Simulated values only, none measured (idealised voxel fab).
process module | voxel transistor to metal
cross-section cut | 140 nm wide | cells 5 nm
A cross-section is a grid of square cells, given in bands from the top down. A band is one or more rows of cells.
Each band's line starts with the height of the band's top and of its bottom, in nm. Then come its materials from left to right, each with its width in nm. One material with "throughout" fills the band from edge to edge. "air" is empty space.
Height 0 is the level under which the wafer as received is all one material. The lowest band goes on downwards, as in "0 down".
A width such as "30 to 40" changes by the same amount from each row of cells to the next, from the band's top row to its bottom row.
"no change" after a step means that no cell of the cross-section changed.
closed voids: empty space of 8 cells or more with no open way to the top, each as width x height at its distance from the left edge, in nm
after a step's settings: what the simulator itself notes on the step
overlay nm, on a step with a mask: how far to the right of its planned place the mask lay; to the left if negative
plan
1 op RECEIVE | material Si
2 op CONFORMAL_DEP | material SiO2 | thk nm 5
3 op CONFORMAL_DEP | material SiN | thk nm 10
4 op MASKED_ETCH | tone cover | mask id ACTIVE | width nm 110 | etch materials SiN | depth nm 10 | overlay nm 0
5 op MASKED_ETCH | tone cover | mask id ACTIVE | width nm 110 | etch materials SiO2 | depth nm 5 | overlay nm 0
6 op MASKED_ETCH | tone cover | mask id ACTIVE | width nm 110 | etch materials Si | depth nm 25 | overlay nm 0
7 op FILL_DEP | material SiO2 | thk nm 10
8 op CMP | height nm 15
9 op SELECTIVE_ETCH | etch materials SiO2 | depth nm 5
10 op STRIP | etch materials SiN
11 op SELECTIVE_ETCH | etch materials SiO2 | depth nm 5
12 op OXIDIZE | depth nm 5
13 op DIRECTIONAL_DEP | material polySi | thk nm 20
14 op DIRECTIONAL_DEP | material SiCN | thk nm 15
15 op PATTERN | tone cover | mask id GATE | material resist | width nm 20 | thk nm 15 | overlay nm 0
16 op DIRECTIONAL_ETCH | etch materials SiCN | depth nm 25
17 op DIRECTIONAL_ETCH | etch materials polySi | depth nm 30
18 op STRIP | etch materials resist
19 op CONFORMAL_DEP | material SiN | thk nm 5
20 op DIRECTIONAL_ETCH | etch materials SiN | depth nm 5
21 op DIRECTIONAL_ETCH | etch materials SiO2 | depth nm 5
22 op DIRECTIONAL_ETCH | etch materials Si | depth nm 5
23 op EPI | material pSi | thk nm 5
24 op FILL_DEP | material SiO2 | thk nm 10
25 op CMP | height nm 35
26 op DIRECTIONAL_DEP | material SiO2 | thk nm 10
27 op DIRECTIONAL_DEP | material aC | thk nm 15
28 op PATTERN | tone open | mask id CONTACT | material resist | width nm 30 | pitch nm 60 | thk nm 35 | overlay nm 0
29 op DIRECTIONAL_ETCH | etch materials aC | depth nm 15
30 op STRIP | etch materials resist
31 op DIRECTIONAL_ETCH | etch materials SiO2 | depth nm 50
32 op STRIP | etch materials aC
33 op CONFORMAL_DEP | material TiN | thk nm 5
34 op FILL_DEP | material W | thk nm 5
35 op CMP | height nm 45
36 op DIRECTIONAL_DEP | material TiN | thk nm 5
37 op DIRECTIONAL_DEP | material W | thk nm 20
38 op MASKED_ETCH | tone cover | mask id METAL_1 | width nm 15 | pitch nm 75 | etch materials W | depth nm 20 | overlay nm 0
39 op MASKED_ETCH | tone cover | mask id METAL_1 | width nm 15 | pitch nm 75 | etch materials TiN | depth nm 5 | overlay nm 0
40 op CONFORMAL_DEP | material SiN | thk nm 5
41 op FILL_DEP | material SiO2 | thk nm 5
42 op CMP | height nm 70
43 op CONFORMAL_DEP | material SiCN | thk nm 5
as received, after step 1
  0 down: Si throughout
  closed voids: none
a wafer at the end: this start, this plan, one mistake
  75 to 70: SiCN throughout
  70 to 50: SiO2 20 | SiN 5 | W 15 | SiN 5 | SiO2 50 | SiN 5 | W 15 | SiN 5 | SiO2 20
  50 to 45: SiN 25 | TiN 15 | SiN 60 | TiN 15 | SiN 25
  45 to 35: SiO2 25 | TiN 5 | W 20 | TiN 5 | SiO2 30 | TiN 5 | W 20 | TiN 5 | SiO2 25
  35 to 25: SiO2 25 | TiN 5 | W 20 | TiN 5 | SiN 5 | SiCN 20 | SiN 5 | TiN 5 | W 20 | TiN 5 | SiO2 25
  25 to 10: SiO2 25 | TiN 5 | W 20 | TiN 5 | SiN 5 | polySi 20 | SiN 5 | TiN 5 | W 20 | TiN 5 | SiO2 25
  10 to 5: SiO2 25 | TiN 5 | W 15 | TiN 10 | SiN 5 | polySi 20 | SiN 5 | TiN 10 | W 15 | TiN 5 | SiO2 25
  5 to 0: SiO2 15 | SiN 5 | SiO2 5 | TiN 25 | pSi 5 | SiO2 30 | pSi 5 | TiN 25 | SiO2 5 | SiN 5 | SiO2 15
  0 to -5: SiO2 10 | pSi 5 | SiO2 10 | pSi 30 | Si 30 | pSi 30 | SiO2 10 | pSi 5 | SiO2 10
  -5 to -10: pSi 15 | Si 110 | pSi 15
  -10 down: Si throughout
  closed voids: none
what went wrong: step 4 ran as: op MASKED_ETCH | tone open | mask id ACTIVE | width nm 110 | etch materials SiN | depth nm 10 | overlay nm 0
